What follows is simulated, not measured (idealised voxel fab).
voxel released beams: a process module
Shown is cross-section cut, with a width of 140 nm and square cells of size 5 nm.
We lay out every cross-section as a grid of square cells and spell it out in bands from the top down, where one band means one or more rows of cells.
Heads up on the band format: heights come first, top then bottom, in nm. After that it's the materials left to right, each with its width in nm. A single material flagged "full width" fills the whole band edge to edge, and "air" means there's empty space there.
Heights are measured from 0, the level below which the as-received wafer is all one material; the lowest band has no bottom and continues downward, written as in "0 down".
Width: "30 to 40" (first number = top row, second number = bottom row, same change from row to row of cells).
No cell of the cross-section changed in a step that is given as "identical to before".
Any empty space of 8 cells or more lacking an open way to the top shows up in "Fully sealed voids" as width x height at distance, distance from the left edge, in nm.
Past the settings on a step's line: simulator remark, on that step.
overlay nm: right-of-plan distance of the mask on a masked step; negative values mean left-of-plan.
Plan:
step 1: RECEIVE, material Si
step 2: CONFORMAL_DEP, material Al2O3, thk nm 10
step 3: DIRECTIONAL_DEP, material SiO2, thk nm 15
step 4: MASKED_ETCH, tone open, mask id ANCHOR, width nm 25, etch materials SiO2, depth nm 5, overlay nm 0
step 5: CONFORMAL_DEP, material W, thk nm 10
step 6: MASKED_ETCH, tone cover, mask id BEAM, width nm 70, etch materials W, depth nm 10, overlay nm 0
step 7: STRIP, etch materials SiO2
Keep in mind the plan's value for the depth nm of step 4 comes from the first wafer; the wafers don't share that setting, but they do share the same starting point.
First of several wafers (as received, post step 1), cross-sectional view:
	0 down: Si full width
	Fully sealed voids: none
Rows = wafers. At module end, each row lists per material the cells gained (+) or lost (-) since the wafer was received, then the closed voids:
depth nm 5, +56 Al2O3, Fully sealed voids: none
depth nm 10, +56 Al2O3, Fully sealed voids: none
depth nm 15, +56 Al2O3, +40 W, Fully sealed voids: none
depth nm 20, +56 Al2O3, +40 W, Fully sealed voids: none
depth nm 25, +56 Al2O3, +40 W, Fully sealed voids: none
depth nm 30, +56 Al2O3, +40 W, Fully sealed voids: none
